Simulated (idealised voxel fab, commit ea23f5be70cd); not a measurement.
Name of the process module below: voxel ribs on slabs
The width of the displayed cross-section, cut, is 295 nm; its cells are square, with a size of 5 nm.
Cross-section layout: square cells on a grid; listed as bands, top to bottom; a band spans one or more cell rows.
Band entry format. Leading values: height of top, height of bottom, nm. Remainder: materials in left-to-right order, each with its width in nm. Special words: "all across" on a single material, which then fills the band edge to edge; "empty", empty space.
The level at which height equals 0 is the one under which the wafer, as it arrives, is entirely one material. No lower edge exists for the bottom band, which continues downward and is notated as in "top 0, no bottom".
Read "30->40" as a graded width: first number on top, second number at the bottom, same change between each pair of neighbouring rows.
Step marked "no change"? Then no cell in the cross-section changed in it.
Closed empty spaces (no open way to the top) of 8 cells or more are what "Non-vented voids" lists, each as width x height at distance from the left edge, nm for all three.
If you see something after the settings on a step's line, that's the simulator's own remark about that step.
A step line may carry the setting "overlay nm", which, for steps involving a mask, states the distance by which the mask lay to the right of its intended position; negative values denote displacement to the left.
[Intended process steps]
1) RECEIVE,material Si
2) DIRECTIONAL_DEP,material SiO2,thk nm 20
3) DIRECTIONAL_DEP,material polySi,thk nm 25
4) DIRECTIONAL_DEP,material aC,thk nm 10
5) PATTERN,tone cover,mask id RIB,material resist,width nm 15,thk nm 30,overlay nm 0
6) DIRECTIONAL_ETCH,etch materials aC,depth nm 10
7) STRIP,etch materials resist
8) DIRECTIONAL_ETCH,etch materials polySi,depth nm 15
9) STRIP,etch materials aC
10) DIRECTIONAL_DEP,material aC,thk nm 15
11) PATTERN,tone cover,mask id SLAB,material resist,width nm 55,thk nm 35,overlay nm 0
12) DIRECTIONAL_ETCH,etch materials aC,depth nm 15
13) STRIP,etch materials resist
14) DIRECTIONAL_ETCH,etch materials polySi,depth nm 10
15) STRIP,etch materials aC
16) FILL_DEP,material SiO2,thk nm 15
17) CMP,height nm 55
18) DIRECTIONAL_DEP,material TiN,thk nm 10
19) PATTERN,tone cover,mask id HEATER,material resist,width nm 25,thk nm 20,overlay nm 0
20) DIRECTIONAL_ETCH,etch materials TiN,depth nm 10
21) STRIP,etch materials resist
22) CONFORMAL_DEP,material SiO2,thk nm 5
[First wafer out of two, processed as planned]
[Cross-section of the wafer at receipt, which is the condition after step 1]
> top 0, no bottom | Si all across
> Non-vented voids: none
[Once step 2 is through, the wafer looks like this in cross-section]
> top 20, bottom 0 | SiO2 all across
> Below 0, the layers are the same as they were.
[Once step 3 is through, the wafer looks like this in cross-section]
> top 45, bottom 20 | polySi all across
> Below 20, the layers are the same as they were.
[Once step 4 is through, the wafer looks like this in cross-section]
> top 55, bottom 45 | aC all across
> Below 45, the layers are the same as they were.
[Once step 5 is through, the wafer looks like this in cross-section]
> top 85, bottom 55 | 140 nm empty | 15 nm resist | 140 nm empty
> Below 55, the layers are the same as they were.
[Once step 6 is through, the wafer looks like this in cross-section]
> top 75, bottom 55 | 140 nm empty | 15 nm resist | 140 nm empty
> top 55, bottom 45 | 140 nm empty | 15 nm aC | 140 nm empty
> Below 45, the layers are the same as they were.
[Once step 7 is through, the wafer looks like this in cross-section]
> top 55, bottom 45 | 140 nm empty | 15 nm aC | 140 nm empty
> Below 45, the layers are the same as they were.
[Once step 8 is through, the wafer looks like this in cross-section]
> top 55, bottom 45 | 140 nm empty | 15 nm aC | 140 nm empty
> top 45, bottom 30 | 140 nm empty | 15 nm polySi | 140 nm empty
> Below 30, the layers are the same as they were.
[Once step 9 is through, the wafer looks like this in cross-section]
> top 45, bottom 30 | 140 nm empty | 15 nm polySi | 140 nm empty
> Below 30, the layers are the same as they were.
[Once step 10 is through, the wafer looks like this in cross-section]
> top 60, bottom 45 | 140 nm empty | 15 nm aC | 140 nm empty
> top 45, bottom 30 | 140 nm aC | 15 nm polySi | 140 nm aC
> Below 30, the layers are the same as they were.
[Once step 11 is through, the wafer looks like this in cross-section]
> top 95, bottom 60 | 120 nm empty | 55 nm resist | 120 nm empty
> top 60, bottom 45 | 120 nm empty | 20 nm resist | 15 nm aC | 20 nm resist | 120 nm empty
> Below 45, the layers are the same as they were.
[Once step 12 is through, the wafer looks like this in cross-section]
> top 80, bottom 60 | 120 nm empty | 55 nm resist | 120 nm empty
> top 60, bottom 45 | 120 nm empty | 20 nm resist | 15 nm aC | 20 nm resist | 120 nm empty
> top 45, bottom 30 | 120 nm empty | 20 nm aC | 15 nm polySi | 20 nm aC | 120 nm empty
> Below 30, the layers are the same as they were.
[Once step 13 is through, the wafer looks like this in cross-section]
> top 60, bottom 45 | 140 nm empty | 15 nm aC | 140 nm empty
> Below 45, the layers are the same as they were.
[Once step 14 is through, the wafer looks like this in cross-section]
> top 60, bottom 45 | 140 nm empty | 15 nm aC | 140 nm empty
> top 45, bottom 30 | 120 nm empty | 20 nm aC | 15 nm polySi | 20 nm aC | 120 nm empty
> top 30, bottom 20 | 120 nm empty | 55 nm polySi | 120 nm empty
> Below 20, the layers are the same as they were.
[Once step 15 is through, the wafer looks like this in cross-section]
> top 45, bottom 30 | 140 nm empty | 15 nm polySi | 140 nm empty
> Below 30, the layers are the same as they were.
[Once step 16 is through, the wafer looks like this in cross-section]
> top 60, bottom 45 | SiO2 all across
> top 45, bottom 30 | 140 nm SiO2 | 15 nm polySi | 140 nm SiO2
> top 30, bottom 20 | 120 nm SiO2 | 55 nm polySi | 120 nm SiO2
> Below 20, the layers are the same as they were.
[Once step 17 is through, the wafer looks like this in cross-section]
> top 55, bottom 45 | SiO2 all across
> Below 45, the layers are the same as they were.
[Once step 18 is through, the wafer looks like this in cross-section]
> top 65, bottom 55 | TiN all across
> Below 55, the layers are the same as they were.
[Once step 19 is through, the wafer looks like this in cross-section]
> top 85, bottom 65 | 135 nm empty | 25 nm resist | 135 nm empty
> Below 65, the layers are the same as they were.
[Once step 20 is through, the wafer looks like this in cross-section]
> top 85, bottom 65 | 135 nm empty | 25 nm resist | 135 nm empty
> top 65, bottom 55 | 135 nm empty | 25 nm TiN | 135 nm empty
> Below 55, the layers are the same as they were.
[Once step 21 is through, the wafer looks like this in cross-section]
> top 65, bottom 55 | 135 nm empty | 25 nm TiN | 135 nm empty
> Below 55, the layers are the same as they were.
[Once step 22 is through, the wafer looks like this in cross-section]
> top 70, bottom 65 | 130 nm empty | 35 nm SiO2 | 130 nm empty
> top 65, bottom 60 | 130 nm empty | 5 nm SiO2 | 25 nm TiN | 5 nm SiO2 | 130 nm empty
> top 60, bottom 55 | 135 nm SiO2 | 25 nm TiN | 135 nm SiO2
> Below 55, the layers are the same as they were.
[It is to be noted that the second wafer proceeded from the same initial state and according to the same plan as the first, although one mistake was committed in its execution; through step 21, inclusive, the two wafers share an identical history]
Planned end of step 22: second wafer, cross-section: no change
Deviation from plan: step 22 of the plan never got run, it was skipped over
It is noted that, at the conclusion of processing, the second wafer exhibits a higher or lower cell count for certain materials relative to the first: 63 fewer of SiO2
